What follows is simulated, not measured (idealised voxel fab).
Proc. module: voxel double patterning
In the cross-section labelled cut, the width is 260 nm and each square cell is 5 nm.
A cross-section in this document is a grid of square cells, and it is written down as bands, the top band listed before the ones below it; a band is made up of one or more rows of cells. Basically the band line says how high the top is and how high the bottom is, in nm, and then what's in it from left to right, every material with its width in nm. Empty space shows up as "empty", and if a single material carries "throughout" it runs the full band edge to edge. Height datum 0, below which the as-received substrate wafer is one material. Lowest band open at the bottom, running downward: "z 0 and below". Graded width ("30->40"): value in top row of band = first number; value in bottom row = second number; row-to-row change constant. "no change", as given for a step, is the statement that not any cell of the cross-section underwent a change during that step. Entry "Fully closed voids" = empty spaces >= 8 cells with no open way to the top; each as width x height at distance, distance from left edge, all nm. What comes after the settings on a step's line is commentary from the simulator itself on that step. The "overlay nm" setting may appear on a step's line; for a step that uses a mask, it gives how far to the right of its planned position the mask lay, and a negative value indicates the left.

These are the steps we planned for the process:
1 RECEIVE [material Si]
2 CONFORMAL_DEP [material SiO2] [thk nm 5]
3 DIRECTIONAL_DEP [material TiN] [thk nm 10]
4 DIRECTIONAL_DEP [material SiCN] [thk nm 10]
5 DIRECTIONAL_DEP [material aC] [thk nm 10]
6 PATTERN [tone open] [mask id FIRST] [material resist] [width nm 15] [pitch nm 50] [thk nm 30] [overlay nm 0]
7 DIRECTIONAL_ETCH [etch materials aC] [depth nm 10]
8 STRIP [etch materials resist]
9 DIRECTIONAL_ETCH [etch materials SiCN] [depth nm 10]
10 STRIP [etch materials aC]
11 PATTERN [tone open] [mask id SECOND] [material resist] [width nm 15] [thk nm 15] [overlay nm 0]
12 DIRECTIONAL_ETCH [etch materials SiCN] [depth nm 10]
13 STRIP [etch materials resist]
14 DIRECTIONAL_ETCH [etch materials TiN] [depth nm 10]
15 STRIP [etch materials SiCN]

Wafer cross-section on receipt, i.e. after step 1:
> z 0 and below: Si throughout
> Fully closed voids: none

Wafer cross-section at module end: first of two, run to plan:
> z 15 to 5: TiN=95 | empty=15 | TiN=10 | empty=15 | TiN=10 | empty=15 | TiN=100
> z 5 to 0: SiO2 throughout
> z 0 and below: Si throughout
> Fully closed voids: none

Wafer two, sectioned after the module: the first wafer's start, the first wafer's plan, and one mistake in how it was run:
> z 15 to 5: TiN=90 | empty=25 | TiN=5 | empty=15 | TiN=5 | empty=25 | TiN=95
> z 5 to 0: SiO2 throughout
> z 0 and below: Si throughout
> Fully closed voids: none
So what did we get wrong on this run? step 6 was not run as planned; what actually ran was PATTERN [tone open] [mask id FIRST] [material resist] [width nm 25] [pitch nm 50] [thk nm 30] [overlay nm 0]
Final tally in cells, some materials are higher or lower on the second wafer than on the first: -8 TiN
